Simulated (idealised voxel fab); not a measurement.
Proc. module: voxel wiring stack
Cross-sectional view cut (width: 180 nm; square cell size: 5 nm).
Heads up, the way a cross-section reads in here is a grid of square cells, handed over as bands from the top down, with every band being one or more rows of cells. Top height, bottom height, nm. Materials left to right, width each, nm. Single material + "everywhere" = fills band edge to edge. "blank" = empty. Height datum 0, below which the as-received substrate wafer is one material. Lowest band open at the bottom, running downward: "0 -> down". The two numbers in a width such as "30->40" mark its ends across the band: the first belongs to the top row of cells, the second to the bottom row, and from each row to the next the width moves by the same amount. A step reported as "remained unchanged" is a step in which no cell of the cross-section changed. The entry titled "Voids, fully enclosed" provides the empty spaces that have no open way to the top, restricted to those of 8 cells or more. Each is presented as width x height at distance, the distance being measured from the left edge, with all three in nm. On a step's line, text after the settings is the simulator commenting on that step. "overlay nm", when on a step's line for a step with a mask, measures how far to the right of its planned place the mask lay; a negative measure means to the left.

[The process steps that were planned are listed below]
1 op RECEIVE | material Si
2 op CONFORMAL_DEP | material SiO2 | thk nm 10
3 op DIRECTIONAL_DEP | material TiN | thk nm 5
4 op DIRECTIONAL_DEP | material Ru | thk nm 15
5 op DIRECTIONAL_DEP | material aC | thk nm 15
6 op PATTERN | tone cover | mask id METAL_1 | material resist | width nm 20 | pitch nm 50 | thk nm 35 | overlay nm 0
7 op DIRECTIONAL_ETCH | etch materials aC | depth nm 15
8 op STRIP | etch materials resist
9 op DIRECTIONAL_ETCH | etch materials Ru | depth nm 15
10 op DIRECTIONAL_ETCH | etch materials TiN | depth nm 5
11 op STRIP | etch materials aC
12 op FILL_DEP | material SiO2 | thk nm 10
13 op CMP | height nm 30
14 op CONFORMAL_DEP | material SiCN | thk nm 5
15 op DIRECTIONAL_DEP | material lowk | thk nm 15
16 op MASKED_ETCH | tone open | mask id PLUG_1 | width nm 15 | pitch nm 100 | etch materials lowk | depth nm 15 | overlay nm 0
17 op MASKED_ETCH | tone open | mask id PLUG_1 | width nm 15 | pitch nm 100 | etch materials SiCN | depth nm 5 | overlay nm 0
18 op CONFORMAL_DEP | material TiN | thk nm 5
19 op FILL_DEP | material Cu | thk nm 10
20 op CMP | height nm 50
21 op CONFORMAL_DEP | material SiCN | thk nm 5
22 op DIRECTIONAL_DEP | material SiO2 | thk nm 15
23 op MASKED_ETCH | tone open | mask id METAL_2 | width nm 20 | pitch nm 50 | etch materials SiO2 | depth nm 15 | overlay nm 0
24 op MASKED_ETCH | tone open | mask id METAL_2 | width nm 20 | pitch nm 50 | etch materials SiCN | depth nm 5 | overlay nm 0
25 op CONFORMAL_DEP | material TiN | thk nm 5
26 op FILL_DEP | material Ru | thk nm 5
27 op CMP | height nm 70
28 op CONFORMAL_DEP | material SiCN | thk nm 5
29 op DIRECTIONAL_DEP | material SiO2 | thk nm 15
30 op MASKED_ETCH | tone open | mask id PLUG_2 | width nm 15 | pitch nm 100 | etch materials SiO2 | depth nm 15 | overlay nm 0
31 op MASKED_ETCH | tone open | mask id PLUG_2 | width nm 15 | pitch nm 100 | etch materials SiCN | depth nm 5 | overlay nm 0
32 op EPI | material Ru | thk nm 10
33 op EPI | material Ru | thk nm 10
34 op CONFORMAL_DEP | material SiN | thk nm 5
35 op DIRECTIONAL_DEP | material lowk | thk nm 15
36 op MASKED_ETCH | tone open | mask id METAL_3 | width nm 20 | pitch nm 50 | etch materials lowk | depth nm 15 | overlay nm 0
37 op MASKED_ETCH | tone open | mask id METAL_3 | width nm 20 | pitch nm 50 | etch materials SiN | depth nm 5 | overlay nm 0
38 op CONFORMAL_DEP | material TiN | thk nm 5
39 op FILL_DEP | material Cu | thk nm 10
40 op CMP | height nm 110
41 op EPI | material Ru | thk nm 5
42 op FILL_DEP | material SiCN | thk nm 5
43 op DIRECTIONAL_DEP | material SiO2 | thk nm 25
44 op MASKED_ETCH | tone open | mask id METAL_4 | width nm 20 | pitch nm 50 | etch materials SiO2 | depth nm 15 | overlay nm 0
45 op MASKED_ETCH | tone open | mask id METAL_4_HOLES | width nm 15 | pitch nm 50 | etch materials SiO2 | depth nm 10 | overlay nm 0
46 op MASKED_ETCH | tone open | mask id METAL_4_HOLES | width nm 15 | pitch nm 50 | etch materials SiCN | depth nm 5 | overlay nm 0
47 op CONFORMAL_DEP | material TiN | thk nm 5
48 op FILL_DEP | material Cu | thk nm 10
49 op CMP | height nm 145
50 op CONFORMAL_DEP | material SiN | thk nm 5

[Incoming wafer in cross-section (state: after step 1)]
	0 -> down = Si everywhere
	Voids, fully enclosed: none

[Cross-sectional image of the first of two wafers at the end of the module, the run having proceeded as planned]
	150 -> 145 = SiN everywhere
	145 -> 135 = SiO2 30 nm  TiN 5 nm  Cu 10 nm  TiN 5 nm  SiO2 30 nm  TiN 5 nm  Cu 10 nm  TiN 5 nm  SiO2 30 nm  TiN 5 nm  Cu 10 nm  TiN 5 nm  SiO2 30 nm
	135 -> 130 = SiO2 30 nm  TiN 5 nm  Cu 5 nm  TiN 10 nm  SiO2 30 nm  TiN 5 nm  Cu 5 nm  TiN 10 nm  SiO2 30 nm  TiN 5 nm  Cu 5 nm  TiN 10 nm  SiO2 30 nm
	130 -> 120 = SiO2 30 nm  TiN 5 nm  Cu 5 nm  TiN 5 nm  SiO2 35 nm  TiN 5 nm  Cu 5 nm  TiN 5 nm  SiO2 35 nm  TiN 5 nm  Cu 5 nm  TiN 5 nm  SiO2 35 nm
	120 -> 115 = SiCN 30 nm  TiN 15 nm  SiCN 35 nm  TiN 15 nm  SiCN 35 nm  TiN 15 nm  SiCN 35 nm
	115 -> 110 = SiCN 25 nm  Ru 30 nm  SiCN 20 nm  Ru 30 nm  SiCN 20 nm  Ru 30 nm  SiCN 25 nm
	110 -> 95 = lowk 30 nm  TiN 5 nm  Cu 10 nm  TiN 5 nm  lowk 30 nm  TiN 5 nm  Cu 10 nm  TiN 5 nm  lowk 30 nm  TiN 5 nm  Cu 10 nm  TiN 5 nm  lowk 30 nm
	95 -> 90 = SiN 30 nm  TiN 20 nm  SiN 30 nm  TiN 20 nm  SiN 30 nm  TiN 20 nm  SiN 30 nm
	90 -> 75 = SiO2 30 nm  Ru 15 nm  SiO2 85 nm  Ru 15 nm  SiO2 35 nm
	75 -> 70 = SiCN 30 nm  Ru 15 nm  SiCN 85 nm  Ru 15 nm  SiCN 35 nm
	70 -> 55 = SiO2 30 nm  TiN 5 nm  Ru 10 nm  TiN 5 nm  SiO2 30 nm  TiN 5 nm  Ru 10 nm  TiN 5 nm  SiO2 30 nm  TiN 5 nm  Ru 10 nm  TiN 5 nm  SiO2 30 nm
	55 -> 50 = SiCN 30 nm  TiN 20 nm  SiCN 30 nm  TiN 20 nm  SiCN 30 nm  TiN 20 nm  SiCN 30 nm
	50 -> 35 = lowk 30 nm  TiN 5 nm  Cu 5 nm  TiN 5 nm  lowk 85 nm  TiN 5 nm  Cu 5 nm  TiN 5 nm  lowk 35 nm
	35 -> 30 = SiCN 30 nm  TiN 15 nm  SiCN 85 nm  TiN 15 nm  SiCN 35 nm
	30 -> 15 = SiO2 30 nm  Ru 20 nm  SiO2 30 nm  Ru 20 nm  SiO2 30 nm  Ru 20 nm  SiO2 30 nm
	15 -> 10 = SiO2 30 nm  TiN 20 nm  SiO2 30 nm  TiN 20 nm  SiO2 30 nm  TiN 20 nm  SiO2 30 nm
	10 -> 0 = SiO2 everywhere
	0 -> down = Si everywhere
	Voids, fully enclosed: none

[Wafer two, end of module, cross-section. Same start, same plan as wafer one. One mistake in the run]
	150 -> 145 = SiN everywhere
	145 -> 135 = SiO2 30 nm  TiN 5 nm  Cu 10 nm  TiN 5 nm  SiO2 30 nm  TiN 5 nm  Cu 10 nm  TiN 5 nm  SiO2 30 nm  TiN 5 nm  Cu 10 nm  TiN 5 nm  SiO2 30 nm
	135 -> 130 = SiO2 30 nm  TiN 5 nm  Cu 5 nm  TiN 10 nm  SiO2 30 nm  TiN 5 nm  Cu 5 nm  TiN 10 nm  SiO2 30 nm  TiN 5 nm  Cu 5 nm  TiN 10 nm  SiO2 30 nm
	130 -> 120 = SiO2 30 nm  TiN 5 nm  Cu 5 nm  TiN 5 nm  SiO2 35 nm  TiN 5 nm  Cu 5 nm  TiN 5 nm  SiO2 35 nm  TiN 5 nm  Cu 5 nm  TiN 5 nm  SiO2 35 nm
	120 -> 115 = SiCN 30 nm  TiN 15 nm  SiCN 35 nm  TiN 15 nm  SiCN 35 nm  TiN 15 nm  SiCN 35 nm
	115 -> 110 = Ru 15 nm  SiCN 10 nm  Ru 30 nm  SiCN 5 nm  Ru 55 nm  SiCN 10 nm  Ru 30 nm  SiCN 5 nm  Ru 20 nm
	110 -> 100 = Cu 5 nm  TiN 5 nm  lowk 20 nm  TiN 5 nm  Cu 10 nm  TiN 5 nm  lowk 15 nm  TiN 5 nm  Cu 35 nm  TiN 5 nm  lowk 20 nm  TiN 5 nm  Cu 10 nm  TiN 5 nm  lowk 15 nm  TiN 5 nm  Cu 10 nm
	100 -> 95 = TiN 10 nm  lowk 20 nm  TiN 5 nm  Cu 10 nm  TiN 5 nm  lowk 15 nm  TiN 20 nm  Cu 10 nm  TiN 15 nm  lowk 20 nm  TiN 5 nm  Cu 10 nm  TiN 5 nm  lowk 15 nm  TiN 15 nm
	95 -> 90 = lowk 10 nm  SiN 20 nm  TiN 20 nm  SiN 15 nm  lowk 15 nm  TiN 5 nm  Cu 10 nm  TiN 5 nm  lowk 10 nm  SiN 20 nm  TiN 20 nm  SiN 15 nm  lowk 15 nm
	90 -> 80 = lowk 10 nm  SiN 5 nm  Ru 45 nm  SiN 5 nm  lowk 15 nm  TiN 5 nm  Cu 10 nm  TiN 5 nm  lowk 10 nm  SiN 5 nm  Ru 45 nm  SiN 5 nm  lowk 15 nm
	80 -> 75 = SiN 15 nm  Ru 45 nm  SiN 20 nm  TiN 20 nm  SiN 15 nm  Ru 45 nm  SiN 20 nm
	75 -> 70 = SiCN 30 nm  Ru 15 nm  SiCN 85 nm  Ru 15 nm  SiCN 35 nm
	70 -> 55 = SiO2 30 nm  TiN 5 nm  Ru 10 nm  TiN 5 nm  SiO2 30 nm  TiN 5 nm  Ru 10 nm  TiN 5 nm  SiO2 30 nm  TiN 5 nm  Ru 10 nm  TiN 5 nm  SiO2 30 nm
	55 -> 50 = SiCN 30 nm  TiN 20 nm  SiCN 30 nm  TiN 20 nm  SiCN 30 nm  TiN 20 nm  SiCN 30 nm
	50 -> 35 = lowk 30 nm  TiN 5 nm  Cu 5 nm  TiN 5 nm  lowk 85 nm  TiN 5 nm  Cu 5 nm  TiN 5 nm  lowk 35 nm
	35 -> 30 = SiCN 30 nm  TiN 15 nm  SiCN 85 nm  TiN 15 nm  SiCN 35 nm
	30 -> 15 = SiO2 30 nm  Ru 20 nm  SiO2 30 nm  Ru 20 nm  SiO2 30 nm  Ru 20 nm  SiO2 30 nm
	15 -> 10 = SiO2 30 nm  TiN 20 nm  SiO2 30 nm  TiN 20 nm  SiO2 30 nm  TiN 20 nm  SiO2 30 nm
	10 -> 0 = SiO2 everywhere
	0 -> down = Si everywhere
	Voids, fully enclosed: none
what went wrong: step 29 was left out
Per the end-of-run cell counts, the second wafer holds more or fewer of some materials than the first: Cu: 22 more | Ru: 48 more | SiCN: 12 fewer | SiN: 12 more | SiO2: 90 fewer | TiN: 20 more
